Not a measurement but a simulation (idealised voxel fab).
process module | voxel local oxidation
cross-section cut | 140 nm wide | cells 5 nm
A cross-section is a grid of square cells, given in bands from the top down. A band is one or more rows of cells.
Each band's line starts with the height of the band's top and of its bottom, in nm. Then come its materials from left to right, each with its width in nm. One material with "throughout" fills the band from edge to edge. "air" is empty space.
Height 0 is the level under which the wafer as received is all one material. The lowest band goes on downwards, as in "0 down".
A width such as "30 to 40" changes by the same amount from each row of cells to the next, from the band's top row to its bottom row.
"no change" after a step means that no cell of the cross-section changed.
closed voids: empty space of 8 cells or more with no open way to the top, each as width x height at its distance from the left edge, in nm
after a step's settings: what the simulator itself notes on the step
overlay nm, on a step with a mask: how far to the right of its planned place the mask lay; to the left if negative
plan
1 op RECEIVE | material Si
2 op OXIDIZE | depth nm 5
3 op CONFORMAL_DEP | material SiN | thk nm 10
4 op PATTERN | tone cover | mask id ACTIVE | material resist | width nm 95 | thk nm 15 | overlay nm 0
5 op DIRECTIONAL_ETCH | etch materials SiN | depth nm 10
6 op STRIP | etch materials resist
7 op SELECTIVE_ETCH | etch materials SiO2 | depth nm 5
8 op OXIDIZE | depth nm 10
9 op STRIP | etch materials SiN
first wafer, as planned
as received, after step 1
  0 down: Si throughout
  closed voids: none
after step 2
  0 to -5: SiO2 throughout
  below -5: unchanged
after step 3
  10 to 0: SiN throughout
  below 0: unchanged
after step 4
  25 to 10: air 20 | resist 95 | air 25
  below 10: unchanged
after step 5
  25 to 10: air 20 | resist 95 | air 25
  10 to 0: air 20 | SiN 95 | air 25
  below 0: unchanged
after step 6
  10 to 0: air 20 | SiN 95 | air 25
  below 0: unchanged
after step 7
  10 to 0: air 20 | SiN 95 | air 25
  0 to -5: air 25 | SiO2 85 | air 30
  below -5: unchanged
after step 8
  10 to 0: air 20 | SiN 95 | air 25
  0 to -5: air 25 | SiO2 85 | air 30
  -5 to -15: SiO2 35 | Si 65 | SiO2 40
  below -15: unchanged
after step 9
  0 to -5: air 25 | SiO2 85 | air 30
  below -5: unchanged
second wafer: like start, like plan, one mistake. Through step 3 it matches the first wafer
when step 4 should have ended
  25 to 10: air 25 | resist 95 | air 20
  below 10: unchanged
when step 5 should have ended
  25 to 10: air 25 | resist 95 | air 20
  10 to 0: air 25 | SiN 95 | air 20
  below 0: unchanged
when step 6 should have ended
  10 to 0: air 25 | SiN 95 | air 20
  below 0: unchanged
when step 7 should have ended
  10 to 0: air 25 | SiN 95 | air 20
  0 to -5: air 30 | SiO2 85 | air 25
  below -5: unchanged
when step 8 should have ended
  10 to 0: air 25 | SiN 95 | air 20
  0 to -5: air 30 | SiO2 85 | air 25
  -5 to -15: SiO2 40 | Si 65 | SiO2 35
  below -15: unchanged
when step 9 should have ended
  0 to -5: air 30 | SiO2 85 | air 25
  below -5: unchanged
what went wrong: step 4 ran as: op PATTERN | tone cover | mask id ACTIVE | material resist | width nm 95 | thk nm 15 | overlay nm 5
at the end the second wafer has, in cells: as many of each material as the first, in other places
